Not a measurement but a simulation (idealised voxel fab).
The name of this process module is voxel wiring stack.
Section cut is 150 nm wide and gridded with 5 nm square cells.
Just so we're on the same page, the cross-sections are grids of square cells, and they're listed out in bands top to bottom, each band one or more rows deep. The entry gives the band's vertical extent as a top height and a bottom height in nm, then its horizontal make-up as materials from left to right, each with a width in nm. "blank" stands for empty space; a single material marked "everywhere" fills the band edge to edge. Height datum 0, below which the as-received substrate wafer is one material. Lowest band open at the bottom, running downward: "z 0 and below". A two-number width, for instance "30->40", indicates that the width is equal to the first number in the top row of the band and to the second number in the bottom row, and that it changes by a constant amount per row of cells. Key: "no change occurred" - step with no changed cell in the cross-section. In "Closed void entries" the enclosed voids are listed, meaning empty spaces of 8 cells or larger without any opening to the top. The form is width x height at distance, distance from the left edge, units nm. after a step's settings: what the simulator itself notes on the step. overlay nm: how far to the right of its planned place the mask lay on this masked step (negative: to the left).

## Process steps - plan
- 1: RECEIVE,material Si
- 2: CONFORMAL_DEP,material SiO2,thk nm 10
- 3: DIRECTIONAL_DEP,material TiN,thk nm 5
- 4: DIRECTIONAL_DEP,material W,thk nm 20
- 5: MASKED_ETCH,tone cover,mask id METAL_1,width nm 20,pitch nm 35,etch materials W,depth nm 20,overlay nm 0
- 6: MASKED_ETCH,tone cover,mask id METAL_1,width nm 20,pitch nm 35,etch materials TiN,depth nm 5,overlay nm 0
- 7: FILL_DEP,material lowk,thk nm 10
- 8: CMP,height nm 35
- 9: CONFORMAL_DEP,material SiCN,thk nm 5
- 10: DIRECTIONAL_DEP,material SiO2,thk nm 20
- 11: MASKED_ETCH,tone open,mask id PLUG_1,width nm 15,etch materials SiO2,depth nm 20,overlay nm 0
- 12: MASKED_ETCH,tone open,mask id PLUG_1,width nm 15,etch materials SiCN,depth nm 5,overlay nm 0
- 13: CONFORMAL_DEP,material TiN,thk nm 5
- 14: FILL_DEP,material Ru,thk nm 5
- 15: CMP,height nm 60
- 16: CONFORMAL_DEP,material SiCN,thk nm 5
- 17: DIRECTIONAL_DEP,material lowk,thk nm 25
- 18: DIRECTIONAL_DEP,material aC,thk nm 10
- 19: PATTERN,tone open,mask id METAL_2,material resist,width nm 20,pitch nm 35,thk nm 25,overlay nm 0
- 20: DIRECTIONAL_ETCH,etch materials aC,depth nm 10
- 21: STRIP,etch materials resist
- 22: DIRECTIONAL_ETCH,etch materials lowk,depth nm 25
- 23: DIRECTIONAL_ETCH,etch materials SiCN,depth nm 5
- 24: STRIP,etch materials aC
- 25: CONFORMAL_DEP,material TiN,thk nm 5
- 26: FILL_DEP,material Ru,thk nm 5
- 27: CMP,height nm 90
- 28: EPI,material Ru,thk nm 5
- 29: FILL_DEP,material SiCN,thk nm 5

## What follows covers the first of two wafers; it ran as planned

## The cross-section here shows the wafer as received, i.e. in its state after step 1
    z 0 and below = Si everywhere
    Closed void entries: none

## Cross-section: wafer state after step 2
    z 10 to 0 = SiO2 everywhere
    Note: structure below 0 unchanged.

## Cross-section: wafer state after step 3
    z 15 to 10 = TiN everywhere
    Note: structure below 10 unchanged.

## Cross-section: wafer state after step 4
    z 35 to 15 = W everywhere
    Note: structure below 15 unchanged.

## Cross-section: wafer state after step 5
    z 35 to 15 = blank 45 nm; W 20 nm; blank 15 nm; W 20 nm; blank 50 nm
    Note: structure below 15 unchanged.

## Cross-section: wafer state after step 6
    z 35 to 15 = blank 45 nm; W 20 nm; blank 15 nm; W 20 nm; blank 50 nm
    z 15 to 10 = blank 45 nm; TiN 20 nm; blank 15 nm; TiN 20 nm; blank 50 nm
    Note: structure below 10 unchanged.

## Cross-section: wafer state after step 7
    z 45 to 35 = lowk everywhere
    z 35 to 15 = lowk 45 nm; W 20 nm; lowk 15 nm; W 20 nm; lowk 50 nm
    z 15 to 10 = lowk 45 nm; TiN 20 nm; lowk 15 nm; TiN 20 nm; lowk 50 nm
    Note: structure below 10 unchanged.

## Cross-section: wafer state after step 8
    z 35 to 15 = lowk 45 nm; W 20 nm; lowk 15 nm; W 20 nm; lowk 50 nm
    Note: structure below 15 unchanged.

## Cross-section: wafer state after step 9
    z 40 to 35 = SiCN everywhere
    Note: structure below 35 unchanged.

## Cross-section: wafer state after step 10
    z 60 to 40 = SiO2 everywhere
    Note: structure below 40 unchanged.

## Cross-section: wafer state after step 11
    z 60 to 40 = SiO2 45 nm; blank 15 nm; SiO2 90 nm
    Note: structure below 40 unchanged.

## Cross-section: wafer state after step 12
    z 60 to 40 = SiO2 45 nm; blank 15 nm; SiO2 90 nm
    z 40 to 35 = SiCN 45 nm; blank 15 nm; SiCN 90 nm
    Note: structure below 35 unchanged.

## Cross-section: wafer state after step 13
    z 65 to 60 = TiN 50 nm; blank 5 nm; TiN 95 nm
    z 60 to 40 = SiO2 45 nm; TiN 5 nm; blank 5 nm; TiN 5 nm; SiO2 90 nm
    z 40 to 35 = SiCN 45 nm; TiN 15 nm; SiCN 90 nm
    Note: structure below 35 unchanged.

## Cross-section: wafer state after step 14
    z 70 to 65 = Ru everywhere
    z 65 to 60 = TiN 50 nm; Ru 5 nm; TiN 95 nm
    z 60 to 40 = SiO2 45 nm; TiN 5 nm; Ru 5 nm; TiN 5 nm; SiO2 90 nm
    Note: structure below 40 unchanged.

## Cross-section: wafer state after step 15
    z 60 to 40 = SiO2 45 nm; TiN 5 nm; Ru 5 nm; TiN 5 nm; SiO2 90 nm
    Note: structure below 40 unchanged.

## Cross-section: wafer state after step 16
    z 65 to 60 = SiCN everywhere
    Note: structure below 60 unchanged.

## Cross-section: wafer state after step 17
    z 90 to 65 = lowk everywhere
    Note: structure below 65 unchanged.

## Cross-section: wafer state after step 18
    z 100 to 90 = aC everywhere
    Note: structure below 90 unchanged.

## Cross-section: wafer state after step 19
    z 125 to 100 = resist 45 nm; blank 20 nm; resist 15 nm; blank 20 nm; resist 50 nm
    Note: structure below 100 unchanged.

## Cross-section: wafer state after step 20
    z 115 to 100 = resist 45 nm; blank 20 nm; resist 15 nm; blank 20 nm; resist 50 nm
    z 100 to 90 = aC 45 nm; blank 20 nm; aC 15 nm; blank 20 nm; aC 50 nm
    Note: structure below 90 unchanged.

## Cross-section: wafer state after step 21
    z 100 to 90 = aC 45 nm; blank 20 nm; aC 15 nm; blank 20 nm; aC 50 nm
    Note: structure below 90 unchanged.

## Cross-section: wafer state after step 22
    z 100 to 90 = aC 45 nm; blank 20 nm; aC 15 nm; blank 20 nm; aC 50 nm
    z 90 to 65 = lowk 45 nm; blank 20 nm; lowk 15 nm; blank 20 nm; lowk 50 nm
    Note: structure below 65 unchanged.

## Cross-section: wafer state after step 23
    z 100 to 90 = aC 45 nm; blank 20 nm; aC 15 nm; blank 20 nm; aC 50 nm
    z 90 to 65 = lowk 45 nm; blank 20 nm; lowk 15 nm; blank 20 nm; lowk 50 nm
    z 65 to 60 = SiCN 45 nm; blank 20 nm; SiCN 15 nm; blank 20 nm; SiCN 50 nm
    Note: structure below 60 unchanged.

## Cross-section: wafer state after step 24
    z 90 to 65 = lowk 45 nm; blank 20 nm; lowk 15 nm; blank 20 nm; lowk 50 nm
    Note: structure below 65 unchanged.

## Cross-section: wafer state after step 25
    z 95 to 90 = TiN 50 nm; blank 10 nm; TiN 25 nm; blank 10 nm; TiN 55 nm
    z 90 to 65 = lowk 45 nm; TiN 5 nm; blank 10 nm; TiN 5 nm; lowk 15 nm; TiN 5 nm; blank 10 nm; TiN 5 nm; lowk 50 nm
    z 65 to 60 = SiCN 45 nm; TiN 20 nm; SiCN 15 nm; TiN 20 nm; SiCN 50 nm
    Note: structure below 60 unchanged.

## Cross-section: wafer state after step 26
    z 100 to 95 = Ru everywhere
    z 95 to 90 = TiN 50 nm; Ru 10 nm; TiN 25 nm; Ru 10 nm; TiN 55 nm
    z 90 to 65 = lowk 45 nm; TiN 5 nm; Ru 10 nm; TiN 5 nm; lowk 15 nm; TiN 5 nm; Ru 10 nm; TiN 5 nm; lowk 50 nm
    Note: structure below 65 unchanged.

## Cross-section: wafer state after step 27
    z 90 to 65 = lowk 45 nm; TiN 5 nm; Ru 10 nm; TiN 5 nm; lowk 15 nm; TiN 5 nm; Ru 10 nm; TiN 5 nm; lowk 50 nm
    Note: structure below 65 unchanged.

## Cross-section: wafer state after step 28
    z 95 to 90 = blank 40 nm; Ru 30 nm; blank 5 nm; Ru 30 nm; blank 45 nm
    Note: structure below 90 unchanged.

## Cross-section: wafer state after step 29
    z 100 to 95 = SiCN everywhere
    z 95 to 90 = SiCN 40 nm; Ru 30 nm; SiCN 5 nm; Ru 30 nm; SiCN 45 nm
    Note: structure below 90 unchanged.

## Notes, second wafer: start = first wafer's, plan = first wafer's, execution had one mistake; history identical to first through step 28

The second wafer in cross-section, at the planned close of step 29: no change occurred
The mistake made against the process plan was this: step 29 of the plan never got run, it was skipped over
Final comparison by cell count, materials where the second wafer has more or fewer than the first: 48 fewer of SiCN
